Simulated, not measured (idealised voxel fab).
The process module that follows is named voxel ribs on slabs.
Xsec cut, 175 nm wide, square cell size 5 nm.
Cross-section, as written here: a square-cell grid given band by band from the top down, where a band holds one or more rows of cells.
Each band's line starts with the height of the band's top and of its bottom, in nm. Then come its materials from left to right, each with its width in nm. One material with "throughout" fills the band from edge to edge. "blank" is empty space.
Heights are reckoned from 0. Under this level, the received wafer is all of one material. The bottommost band is open-ended downward, for example "z 0 and below".
The width entry "30 to 40" should be interpreted row by row: the top row of cells in the band takes the first number, the bottom row takes the second number, and the change between adjacent rows is uniform throughout.
For the purposes of this document, the phrase "identical to before" attached to a step denotes that no cell within the cross-section was modified by that step.
Voids not open to the top, 8 cells minimum: see "Closed void catalog". Written width x height at distance; distance is from the left edge; nm.
Step line, after settings: the simulator's comment on this step.
Each step line may optionally specify "overlay nm", which for a step with a mask gives the rightward distance between the mask's planned place and where it lay, a negative value indicating the leftward direction.
Here's what the planned process steps look like:
1) RECEIVE | material Si
2) DIRECTIONAL_DEP | material SiO2 | thk nm 20
3) DIRECTIONAL_DEP | material SiN | thk nm 15
4) DIRECTIONAL_DEP | material aC | thk nm 10
5) PATTERN | tone cover | mask id RIB | material resist | width nm 25 | thk nm 25 | overlay nm 0
6) DIRECTIONAL_ETCH | etch materials aC | depth nm 10
7) STRIP | etch materials resist
8) DIRECTIONAL_ETCH | etch materials SiN | depth nm 5
9) STRIP | etch materials aC
10) MASKED_ETCH | tone cover | mask id SLAB | width nm 85 | etch materials SiN | depth nm 10 | overlay nm 0
11) FILL_DEP | material SiO2 | thk nm 25
12) CMP | height nm 50
13) DIRECTIONAL_DEP | material W | thk nm 5
14) DIRECTIONAL_DEP | material aC | thk nm 10
15) PATTERN | tone cover | mask id HEATER | material resist | width nm 35 | thk nm 25 | overlay nm 0
16) DIRECTIONAL_ETCH | etch materials aC | depth nm 10
17) STRIP | etch materials resist
18) DIRECTIONAL_ETCH | etch materials W | depth nm 5
19) STRIP | etch materials aC
20) CONFORMAL_DEP | material SiO2 | thk nm 5
This is the cross-section of the wafer as we received it, i.e. after step 1:
	z 0 and below  Si throughout
	Closed void catalog: none
Starting wafer: above. Plan: above. Run: one mistake. Cross-section after the module: below:
	z 60 to 55  65 nm blank, 50 nm SiO2, 60 nm blank
	z 55 to 50  70 nm SiO2, 40 nm W, 65 nm SiO2
	z 50 to 35  SiO2 throughout
	z 35 to 30  75 nm SiO2, 25 nm SiN, 75 nm SiO2
	z 30 to 20  45 nm SiO2, 85 nm SiN, 45 nm SiO2
	z 20 to 0  SiO2 throughout
	z 0 and below  Si throughout
	Closed void catalog: none
What was the processing mistake? in deviation from the planned setting, step 15 was conducted as PATTERN | tone cover | mask id HEATER | material resist | width nm 40 | thk nm 25 | overlay nm 0
